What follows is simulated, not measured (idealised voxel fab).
process module | voxel wiring stack
cross-section cut | 255 nm wide | cells 5 nm
A cross-section is a grid of square cells, given in bands from the top down. A band is one or more rows of cells.
Each band's line starts with the height of the band's top and of its bottom, in nm. Then come its materials from left to right, each with its width in nm. One material with "throughout" fills the band from edge to edge. "air" is empty space.
Height 0 is the level under which the wafer as received is all one material. The lowest band goes on downwards, as in "0 down".
A width such as "30 to 40" changes by the same amount from each row of cells to the next, from the band's top row to its bottom row.
"no change" after a step means that no cell of the cross-section changed.
closed voids: empty space of 8 cells or more with no open way to the top, each as width x height at its distance from the left edge, in nm
after a step's settings: what the simulator itself notes on the step
overlay nm, on a step with a mask: how far to the right of its planned place the mask lay; to the left if negative
Each pair below shows a cross-section before one step and the cross-section after it, down to the lowest band that changed. The line under each pair gives the step between them, with its settings. The pairs can come from different runs of this module on the same starting wafer, so a pair continues from the pair above only where its "before" says so.
before
  80 to 75: Cu throughout
  75 to 70: TiN 70 | Cu 10 | TiN 25 | Cu 10 | TiN 25 | Cu 10 | TiN 25 | Cu 10 | TiN 70
  70 to 55: lowk 65 | TiN 5 | Cu 10 | TiN 5 | lowk 15 | TiN 5 | Cu 10 | TiN 5 | lowk 15 | TiN 5 | Cu 10 | TiN 5 | lowk 15 | TiN 5 | Cu 10 | TiN 5 | lowk 65
  55 to 50: lowk 65 | TiN 5 | Cu 5 | TiN 10 | lowk 15 | TiN 20 | lowk 15 | TiN 5 | Cu 5 | TiN 10 | lowk 15 | TiN 20 | lowk 65
  50 to 40: lowk 65 | TiN 5 | Cu 5 | TiN 5 | lowk 55 | TiN 5 | Cu 5 | TiN 5 | lowk 105
  40 to 35: SiCN 65 | TiN 15 | SiCN 55 | TiN 15 | SiCN 105
  35 to 30: Cu throughout
  30 to 25: TiN 70 | Cu 10 | TiN 25 | Cu 10 | TiN 25 | Cu 10 | TiN 25 | Cu 10 | TiN 70
  25 to 20: lowk 65 | TiN 5 | Cu 10 | TiN 5 | lowk 15 | TiN 5 | Cu 10 | TiN 5 | lowk 15 | TiN 5 | Cu 10 | TiN 5 | lowk 15 | TiN 5 | Cu 10 | TiN 5 | lowk 65
  20 to 15: SiN 65 | TiN 20 | SiN 15 | TiN 20 | SiN 15 | TiN 20 | SiN 15 | TiN 20 | SiN 65
  15 to 0: SiO2 throughout
  0 down: Si throughout
  closed voids: none
after
  70 to 55: lowk 65 | TiN 5 | Cu 10 | TiN 5 | lowk 15 | TiN 5 | Cu 10 | TiN 5 | lowk 15 | TiN 5 | Cu 10 | TiN 5 | lowk 15 | TiN 5 | Cu 10 | TiN 5 | lowk 65
  below 55: unchanged
  closed voids: none
the step between: op CMP | height nm 70
before: the cross-section after the pair above
after
  75 to 70: SiN throughout
  below 70: unchanged
  closed voids: none
the step between: op CONFORMAL_DEP | material SiN | thk nm 5
before
  45 to 35: aC throughout
  35 to 20: lowk throughout
  20 to 15: SiN throughout
  15 to 0: SiO2 throughout
  0 down: Si throughout
  closed voids: none
after
  70 to 45: resist 70 | air 15 | resist 20 | air 15 | resist 20 | air 15 | resist 20 | air 15 | resist 65
  below 45: unchanged
  closed voids: none
the step between: op PATTERN | tone open | mask id METAL_1 | material resist | width nm 15 | pitch nm 35 | thk nm 25 | overlay nm 0
before: the cross-section after the pair above
after
  60 to 45: resist 70 | air 15 | resist 20 | air 15 | resist 20 | air 15 | resist 20 | air 15 | resist 65
  45 to 35: aC 70 | air 15 | aC 20 | air 15 | aC 20 | air 15 | aC 20 | air 15 | aC 65
  below 35: unchanged
  closed voids: none
the step between: op DIRECTIONAL_ETCH | etch materials aC | depth nm 10
before: the cross-section after the pair above
after
  45 to 35: aC 70 | air 15 | aC 20 | air 15 | aC 20 | air 15 | aC 20 | air 15 | aC 65
  below 35: unchanged
  closed voids: none
the step between: op STRIP | etch materials resist
before: the cross-section after the pair above
after
  45 to 35: aC 70 | air 15 | aC 20 | air 15 | aC 20 | air 15 | aC 20 | air 15 | aC 65
  35 to 20: lowk 70 | air 15 | lowk 20 | air 15 | lowk 20 | air 15 | lowk 20 | air 15 | lowk 65
  below 20: unchanged
  closed voids: none
the step between: op DIRECTIONAL_ETCH | etch materials lowk | depth nm 15
before: the cross-section after the pair above
after
  45 to 35: aC 70 | air 15 | aC 20 | air 15 | aC 20 | air 15 | aC 20 | air 15 | aC 65
  35 to 20: lowk 70 | air 15 | lowk 20 | air 15 | lowk 20 | air 15 | lowk 20 | air 15 | lowk 65
  20 to 15: SiN 70 | air 15 | SiN 20 | air 15 | SiN 20 | air 15 | SiN 20 | air 15 | SiN 65
  below 15: unchanged
  closed voids: none
the step between: op DIRECTIONAL_ETCH | etch materials SiN | depth nm 5
before: the cross-section after the pair above
after
  35 to 20: lowk 70 | air 15 | lowk 20 | air 15 | lowk 20 | air 15 | lowk 20 | air 15 | lowk 65
  below 20: unchanged
  closed voids: none
the step between: op STRIP | etch materials aC
before: the cross-section after the pair above
after
  40 to 35: TiN 75 | air 5 | TiN 30 | air 5 | TiN 30 | air 5 | TiN 30 | air 5 | TiN 70
  35 to 20: lowk 70 | TiN 5 | air 5 | TiN 5 | lowk 20 | TiN 5 | air 5 | TiN 5 | lowk 20 | TiN 5 | air 5 | TiN 5 | lowk 20 | TiN 5 | air 5 | TiN 5 | lowk 65
  20 to 15: SiN 70 | TiN 15 | SiN 20 | TiN 15 | SiN 20 | TiN 15 | SiN 20 | TiN 15 | SiN 65
  below 15: unchanged
  closed voids: none
the step between: op CONFORMAL_DEP | material TiN | thk nm 5
before: the cross-section after the pair above
after
  50 to 40: Cu throughout
  40 to 35: TiN 75 | Cu 5 | TiN 30 | Cu 5 | TiN 30 | Cu 5 | TiN 30 | Cu 5 | TiN 70
  35 to 20: lowk 70 | TiN 5 | Cu 5 | TiN 5 | lowk 20 | TiN 5 | Cu 5 | TiN 5 | lowk 20 | TiN 5 | Cu 5 | TiN 5 | lowk 20 | TiN 5 | Cu 5 | TiN 5 | lowk 65
  below 20: unchanged
  closed voids: none
the step between: op FILL_DEP | material Cu | thk nm 10
before: the cross-section after the pair above
after
  35 to 20: lowk 70 | TiN 5 | Cu 5 | TiN 5 | lowk 20 | TiN 5 | Cu 5 | TiN 5 | lowk 20 | TiN 5 | Cu 5 | TiN 5 | lowk 20 | TiN 5 | Cu 5 | TiN 5 | lowk 65
  below 20: unchanged
  closed voids: none
the step between: op CMP | height nm 35
before: the cross-section after the pair above
after
  40 to 35: SiCN throughout
  below 35: unchanged
  closed voids: none
the step between: op CONFORMAL_DEP | material SiCN | thk nm 5
before: the cross-section after the pair above
after
  70 to 40: lowk throughout
  below 40: unchanged
  closed voids: none
the step between: op DIRECTIONAL_DEP | material lowk | thk nm 30
before: the cross-section after the pair above
after
  85 to 70: resist 65 | air 15 | resist 55 | air 15 | resist 105
  below 70: unchanged
  closed voids: none
the step between: op PATTERN | tone open | mask id METAL_2_HOLES | material resist | width nm 15 | pitch nm 70 | thk nm 15 | overlay nm 0
before: the cross-section after the pair above
after
  85 to 70: resist 65 | air 15 | resist 55 | air 15 | resist 105
  70 to 40: lowk 65 | air 15 | lowk 55 | air 15 | lowk 105
  below 40: unchanged
  closed voids: none
the step between: op DIRECTIONAL_ETCH | etch materials lowk | depth nm 30
before: the cross-section after the pair above
after
  70 to 40: lowk 65 | air 15 | lowk 55 | air 15 | lowk 105
  below 40: unchanged
  closed voids: none
the step between: op STRIP | etch materials resist
before: the cross-section after the pair above
after
  70 to 50: lowk 65 | air 20 | lowk 15 | air 20 | lowk 15 | air 20 | lowk 15 | air 20 | lowk 65
  below 50: unchanged
  closed voids: none
the step between: op MASKED_ETCH | tone open | mask id METAL_2 | width nm 20 | pitch nm 35 | etch materials lowk | depth nm 20 | overlay nm 0
before: the cross-section after the pair above
after
  70 to 50: lowk 65 | air 20 | lowk 15 | air 20 | lowk 15 | air 20 | lowk 15 | air 20 | lowk 65
  50 to 40: lowk 65 | air 15 | lowk 55 | air 15 | lowk 105
  40 to 35: SiCN 65 | air 15 | SiCN 55 | air 15 | SiCN 105
  below 35: unchanged
  closed voids: none
the step between: op MASKED_ETCH | tone open | mask id METAL_2 | width nm 20 | pitch nm 35 | etch materials SiCN | depth nm 5 | overlay nm 0
before: the cross-section after the pair above
after
  75 to 70: TiN 70 | air 10 | TiN 25 | air 10 | TiN 25 | air 10 | TiN 25 | air 10 | TiN 70
  70 to 55: lowk 65 | TiN 5 | air 10 | TiN 5 | lowk 15 | TiN 5 | air 10 | TiN 5 | lowk 15 | TiN 5 | air 10 | TiN 5 | lowk 15 | TiN 5 | air 10 | TiN 5 | lowk 65
  55 to 50: lowk 65 | TiN 5 | air 5 | TiN 10 | lowk 15 | TiN 20 | lowk 15 | TiN 5 | air 5 | TiN 10 | lowk 15 | TiN 20 | lowk 65
  50 to 40: lowk 65 | TiN 5 | air 5 | TiN 5 | lowk 55 | TiN 5 | air 5 | TiN 5 | lowk 105
  40 to 35: SiCN 65 | TiN 15 | SiCN 55 | TiN 15 | SiCN 105
  below 35: unchanged
  closed voids: none
the step between: op CONFORMAL_DEP | material TiN | thk nm 5
before: the cross-section after the pair above
after
  80 to 75: Cu throughout
  75 to 70: TiN 70 | Cu 10 | TiN 25 | Cu 10 | TiN 25 | Cu 10 | TiN 25 | Cu 10 | TiN 70
  70 to 55: lowk 65 | TiN 5 | Cu 10 | TiN 5 | lowk 15 | TiN 5 | Cu 10 | TiN 5 | lowk 15 | TiN 5 | Cu 10 | TiN 5 | lowk 15 | TiN 5 | Cu 10 | TiN 5 | lowk 65
  55 to 50: lowk 65 | TiN 5 | Cu 5 | TiN 10 | lowk 15 | TiN 20 | lowk 15 | TiN 5 | Cu 5 | TiN 10 | lowk 15 | TiN 20 | lowk 65
  50 to 40: lowk 65 | TiN 5 | Cu 5 | TiN 5 | lowk 55 | TiN 5 | Cu 5 | TiN 5 | lowk 105
  below 40: unchanged
  closed voids: none
the step between: op FILL_DEP | material Cu | thk nm 5
before: the cross-section after the pair above
after
  70 to 55: lowk 65 | TiN 5 | Cu 10 | TiN 5 | lowk 15 | TiN 5 | Cu 10 | TiN 5 | lowk 15 | TiN 5 | Cu 10 | TiN 5 | lowk 15 | TiN 5 | Cu 10 | TiN 5 | lowk 65
  below 55: unchanged
  closed voids: none
the step between: op CMP | height nm 70
before: the cross-section after the pair above
after
  75 to 70: SiN throughout
  below 70: unchanged
  closed voids: none
the step between: op CONFORMAL_DEP | material SiN | thk nm 5
before
  70 to 40: lowk 65 | air 15 | lowk 55 | air 15 | lowk 105
  40 to 35: SiCN throughout
  35 to 20: lowk 65 | TiN 5 | Cu 10 | TiN 5 | lowk 15 | TiN 5 | Cu 10 | TiN 5 | lowk 15 | TiN 5 | Cu 10 | TiN 5 | lowk 15 | TiN 5 | Cu 10 | TiN 5 | lowk 65
  20 to 15: SiN 65 | TiN 20 | SiN 15 | TiN 20 | SiN 15 | TiN 20 | SiN 15 | TiN 20 | SiN 65
  15 to 0: SiO2 throughout
  0 down: Si throughout
  closed voids: none
after
  70 to 50: lowk 65 | air 25 | lowk 15 | air 20 | lowk 10 | air 25 | lowk 15 | air 20 | lowk 60
  below 50: unchanged
  closed voids: none
the step between: op MASKED_ETCH | tone open | mask id METAL_2 | width nm 20 | pitch nm 35 | etch materials lowk | depth nm 20 | overlay nm 5
before: the cross-section after the pair above
after
  70 to 50: lowk 65 | air 25 | lowk 15 | air 20 | lowk 10 | air 25 | lowk 15 | air 20 | lowk 60
  50 to 40: lowk 65 | air 15 | lowk 55 | air 15 | lowk 105
  40 to 35: SiCN 65 | air 15 | SiCN 55 | air 15 | SiCN 105
  below 35: unchanged
  closed voids: none
the step between: op MASKED_ETCH | tone open | mask id METAL_2 | width nm 20 | pitch nm 35 | etch materials SiCN | depth nm 5 | overlay nm 0
before: the cross-section after the pair above
after
  75 to 70: TiN 70 | air 15 | TiN 25 | air 10 | TiN 20 | air 15 | TiN 25 | air 10 | TiN 65
  70 to 55: lowk 65 | TiN 5 | air 15 | TiN 5 | lowk 15 | TiN 5 | air 10 | TiN 5 | lowk 10 | TiN 5 | air 15 | TiN 5 | lowk 15 | TiN 5 | air 10 | TiN 5 | lowk 60
  55 to 50: lowk 65 | TiN 5 | air 5 | TiN 15 | lowk 15 | TiN 20 | lowk 10 | TiN 5 | air 5 | TiN 15 | lowk 15 | TiN 20 | lowk 60
  50 to 40: lowk 65 | TiN 5 | air 5 | TiN 5 | lowk 55 | TiN 5 | air 5 | TiN 5 | lowk 105
  40 to 35: SiCN 65 | TiN 15 | SiCN 55 | TiN 15 | SiCN 105
  below 35: unchanged
  closed voids: none
the step between: op CONFORMAL_DEP | material TiN | thk nm 5
before: the cross-section after the pair above
after
  80 to 75: Cu throughout
  75 to 70: TiN 70 | Cu 15 | TiN 25 | Cu 10 | TiN 20 | Cu 15 | TiN 25 | Cu 10 | TiN 65
  70 to 55: lowk 65 | TiN 5 | Cu 15 | TiN 5 | lowk 15 | TiN 5 | Cu 10 | TiN 5 | lowk 10 | TiN 5 | Cu 15 | TiN 5 | lowk 15 | TiN 5 | Cu 10 | TiN 5 | lowk 60
  55 to 50: lowk 65 | TiN 5 | Cu 5 | TiN 15 | lowk 15 | TiN 20 | lowk 10 | TiN 5 | Cu 5 | TiN 15 | lowk 15 | TiN 20 | lowk 60
  50 to 40: lowk 65 | TiN 5 | Cu 5 | TiN 5 | lowk 55 | TiN 5 | Cu 5 | TiN 5 | lowk 105
  below 40: unchanged
  closed voids: none
the step between: op FILL_DEP | material Cu | thk nm 5
before: the cross-section after the pair above
after
  70 to 55: lowk 65 | TiN 5 | Cu 15 | TiN 5 | lowk 15 | TiN 5 | Cu 10 | TiN 5 | lowk 10 | TiN 5 | Cu 15 | TiN 5 | lowk 15 | TiN 5 | Cu 10 | TiN 5 | lowk 60
  below 55: unchanged
  closed voids: none
the step between: op CMP | height nm 70
before: the cross-section after the pair above
after
  75 to 70: SiN throughout
  below 70: unchanged
  closed voids: none
the step between: op CONFORMAL_DEP | material SiN | thk nm 5
before
  40 to 35: SiCN throughout
  35 to 20: lowk 65 | TiN 5 | Cu 10 | TiN 5 | lowk 15 | TiN 5 | Cu 10 | TiN 5 | lowk 15 | TiN 5 | Cu 10 | TiN 5 | lowk 15 | TiN 5 | Cu 10 | TiN 5 | lowk 65
  20 to 15: SiN 65 | TiN 20 | SiN 15 | TiN 20 | SiN 15 | TiN 20 | SiN 15 | TiN 20 | SiN 65
  15 to 0: SiO2 throughout
  0 down: Si throughout
  closed voids: none
after
  70 to 40: Cu throughout
  below 40: unchanged
  closed voids: none
the step between: op DIRECTIONAL_DEP | material Cu | thk nm 30
before: the cross-section after the pair above
after
  85 to 70: resist 65 | air 15 | resist 55 | air 15 | resist 105
  below 70: unchanged
  closed voids: none
the step between: op PATTERN | tone open | mask id METAL_2_HOLES | material resist | width nm 15 | pitch nm 70 | thk nm 15 | overlay nm 0
before: the cross-section after the pair above
after
  70 to 40: Cu throughout
  below 40: unchanged
  closed voids: none
the step between: op STRIP | etch materials resist
before: the cross-section after the pair above
after
  75 to 70: TiN throughout
  below 70: unchanged
  closed voids: none
the step between: op CONFORMAL_DEP | material TiN | thk nm 5
before: the cross-section after the pair above
after
  80 to 75: Cu throughout
  below 75: unchanged
  closed voids: none
the step between: op FILL_DEP | material Cu | thk nm 5
before: the cross-section after the pair above
after
  70 to 40: Cu throughout
  below 40: unchanged
  closed voids: none
the step between: op CMP | height nm 70
before: the cross-section after the pair above
after
  75 to 70: SiN throughout
  below 70: unchanged
  closed voids: none
the step between: op CONFORMAL_DEP | material SiN | thk nm 5
before
  45 to 35: aC throughout
  35 to 20: lowk throughout
  20 to 15: SiN throughout
  15 to 0: SiO2 throughout
  0 down: Si throughout
  closed voids: none
after
  70 to 45: air 65 | resist 20 | air 15 | resist 20 | air 15 | resist 20 | air 15 | resist 20 | air 65
  below 45: unchanged
  closed voids: none
the step between: op PATTERN | tone cover | mask id METAL_1 | material resist | width nm 20 | pitch nm 35 | thk nm 25 | overlay nm 0
before: the cross-section after the pair above
after
  60 to 45: air 65 | resist 20 | air 15 | resist 20 | air 15 | resist 20 | air 15 | resist 20 | air 65
  45 to 35: air 65 | aC 20 | air 15 | aC 20 | air 15 | aC 20 | air 15 | aC 20 | air 65
  below 35: unchanged
  closed voids: none
the step between: op DIRECTIONAL_ETCH | etch materials aC | depth nm 10
before: the cross-section after the pair above
after
  45 to 35: air 65 | aC 20 | air 15 | aC 20 | air 15 | aC 20 | air 15 | aC 20 | air 65
  below 35: unchanged
  closed voids: none
the step between: op STRIP | etch materials resist
before: the cross-section after the pair above
after
  45 to 35: air 65 | aC 20 | air 15 | aC 20 | air 15 | aC 20 | air 15 | aC 20 | air 65
  35 to 20: air 65 | lowk 20 | air 15 | lowk 20 | air 15 | lowk 20 | air 15 | lowk 20 | air 65
  below 20: unchanged
  closed voids: none
the step between: op DIRECTIONAL_ETCH | etch materials lowk | depth nm 15
before: the cross-section after the pair above
after
  45 to 35: air 65 | aC 20 | air 15 | aC 20 | air 15 | aC 20 | air 15 | aC 20 | air 65
  35 to 20: air 65 | lowk 20 | air 15 | lowk 20 | air 15 | lowk 20 | air 15 | lowk 20 | air 65
  20 to 15: air 65 | SiN 20 | air 15 | SiN 20 | air 15 | SiN 20 | air 15 | SiN 20 | air 65
  below 15: unchanged
  closed voids: none
the step between: op DIRECTIONAL_ETCH | etch materials SiN | depth nm 5
before: the cross-section after the pair above
after
  35 to 20: air 65 | lowk 20 | air 15 | lowk 20 | air 15 | lowk 20 | air 15 | lowk 20 | air 65
  below 20: unchanged
  closed voids: none
the step between: op STRIP | etch materials aC
before: the cross-section after the pair above
after
  40 to 35: air 60 | TiN 30 | air 5 | TiN 30 | air 5 | TiN 30 | air 5 | TiN 30 | air 60
  35 to 20: air 60 | TiN 5 | lowk 20 | TiN 5 | air 5 | TiN 5 | lowk 20 | TiN 5 | air 5 | TiN 5 | lowk 20 | TiN 5 | air 5 | TiN 5 | lowk 20 | TiN 5 | air 60
  20 to 15: TiN 65 | SiN 20 | TiN 15 | SiN 20 | TiN 15 | SiN 20 | TiN 15 | SiN 20 | TiN 65
  below 15: unchanged
  closed voids: none
the step between: op CONFORMAL_DEP | material TiN | thk nm 5
before: the cross-section after the pair above
after
  50 to 40: Cu throughout
  40 to 35: Cu 60 | TiN 30 | Cu 5 | TiN 30 | Cu 5 | TiN 30 | Cu 5 | TiN 30 | Cu 60
  35 to 20: Cu 60 | TiN 5 | lowk 20 | TiN 5 | Cu 5 | TiN 5 | lowk 20 | TiN 5 | Cu 5 | TiN 5 | lowk 20 | TiN 5 | Cu 5 | TiN 5 | lowk 20 | TiN 5 | Cu 60
  below 20: unchanged
  closed voids: none
the step between: op FILL_DEP | material Cu | thk nm 10
before: the cross-section after the pair above
after
  35 to 20: Cu 60 | TiN 5 | lowk 20 | TiN 5 | Cu 5 | TiN 5 | lowk 20 | TiN 5 | Cu 5 | TiN 5 | lowk 20 | TiN 5 | Cu 5 | TiN 5 | lowk 20 | TiN 5 | Cu 60
  below 20: unchanged
  closed voids: none
the step between: op CMP | height nm 35
before: the cross-section after the pair above
after
  40 to 35: SiCN throughout
  below 35: unchanged
  closed voids: none
the step between: op CONFORMAL_DEP | material SiCN | thk nm 5
before: the cross-section after the pair above
after
  70 to 40: lowk throughout
  below 40: unchanged
  closed voids: none
the step between: op DIRECTIONAL_DEP | material lowk | thk nm 30
before: the cross-section after the pair above
after
  85 to 70: resist 65 | air 15 | resist 55 | air 15 | resist 105
  below 70: unchanged
  closed voids: none
the step between: op PATTERN | tone open | mask id METAL_2_HOLES | material resist | width nm 15 | pitch nm 70 | thk nm 15 | overlay nm 0
before: the cross-section after the pair above
after
  85 to 70: resist 65 | air 15 | resist 55 | air 15 | resist 105
  70 to 40: lowk 65 | air 15 | lowk 55 | air 15 | lowk 105
  below 40: unchanged
  closed voids: none
the step between: op DIRECTIONAL_ETCH | etch materials lowk | depth nm 30
before: the cross-section after the pair above
after
  70 to 40: lowk 65 | air 15 | lowk 55 | air 15 | lowk 105
  below 40: unchanged
  closed voids: none
the step between: op STRIP | etch materials resist
before: the cross-section after the pair above
after
  70 to 50: lowk 65 | air 20 | lowk 15 | air 20 | lowk 15 | air 20 | lowk 15 | air 20 | lowk 65
  below 50: unchanged
  closed voids: none
the step between: op MASKED_ETCH | tone open | mask id METAL_2 | width nm 20 | pitch nm 35 | etch materials lowk | depth nm 20 | overlay nm 0
before: the cross-section after the pair above
after
  70 to 50: lowk 65 | air 20 | lowk 15 | air 20 | lowk 15 | air 20 | lowk 15 | air 20 | lowk 65
  50 to 40: lowk 65 | air 15 | lowk 55 | air 15 | lowk 105
  40 to 35: SiCN 65 | air 15 | SiCN 55 | air 15 | SiCN 105
  below 35: unchanged
  closed voids: none
the step between: op MASKED_ETCH | tone open | mask id METAL_2 | width nm 20 | pitch nm 35 | etch materials SiCN | depth nm 5 | overlay nm 0
before: the cross-section after the pair above
after
  75 to 70: TiN 70 | air 10 | TiN 25 | air 10 | TiN 25 | air 10 | TiN 25 | air 10 | TiN 70
  70 to 55: lowk 65 | TiN 5 | air 10 | TiN 5 | lowk 15 | TiN 5 | air 10 | TiN 5 | lowk 15 | TiN 5 | air 10 | TiN 5 | lowk 15 | TiN 5 | air 10 | TiN 5 | lowk 65
  55 to 50: lowk 65 | TiN 5 | air 5 | TiN 10 | lowk 15 | TiN 20 | lowk 15 | TiN 5 | air 5 | TiN 10 | lowk 15 | TiN 20 | lowk 65
  50 to 40: lowk 65 | TiN 5 | air 5 | TiN 5 | lowk 55 | TiN 5 | air 5 | TiN 5 | lowk 105
  40 to 35: SiCN 65 | TiN 15 | SiCN 55 | TiN 15 | SiCN 105
  below 35: unchanged
  closed voids: none
the step between: op CONFORMAL_DEP | material TiN | thk nm 5
before: the cross-section after the pair above
after
  80 to 75: Cu throughout
  75 to 70: TiN 70 | Cu 10 | TiN 25 | Cu 10 | TiN 25 | Cu 10 | TiN 25 | Cu 10 | TiN 70
  70 to 55: lowk 65 | TiN 5 | Cu 10 | TiN 5 | lowk 15 | TiN 5 | Cu 10 | TiN 5 | lowk 15 | TiN 5 | Cu 10 | TiN 5 | lowk 15 | TiN 5 | Cu 10 | TiN 5 | lowk 65
  55 to 50: lowk 65 | TiN 5 | Cu 5 | TiN 10 | lowk 15 | TiN 20 | lowk 15 | TiN 5 | Cu 5 | TiN 10 | lowk 15 | TiN 20 | lowk 65
  50 to 40: lowk 65 | TiN 5 | Cu 5 | TiN 5 | lowk 55 | TiN 5 | Cu 5 | TiN 5 | lowk 105
  below 40: unchanged
  closed voids: none
the step between: op FILL_DEP | material Cu | thk nm 5
before: the cross-section after the pair above
after
  70 to 55: lowk 65 | TiN 5 | Cu 10 | TiN 5 | lowk 15 | TiN 5 | Cu 10 | TiN 5 | lowk 15 | TiN 5 | Cu 10 | TiN 5 | lowk 15 | TiN 5 | Cu 10 | TiN 5 | lowk 65
  below 55: unchanged
  closed voids: none
the step between: op CMP | height nm 70
before: the cross-section after the pair above
after
  75 to 70: SiN throughout
  below 70: unchanged
  closed voids: none
the step between: op CONFORMAL_DEP | material SiN | thk nm 5
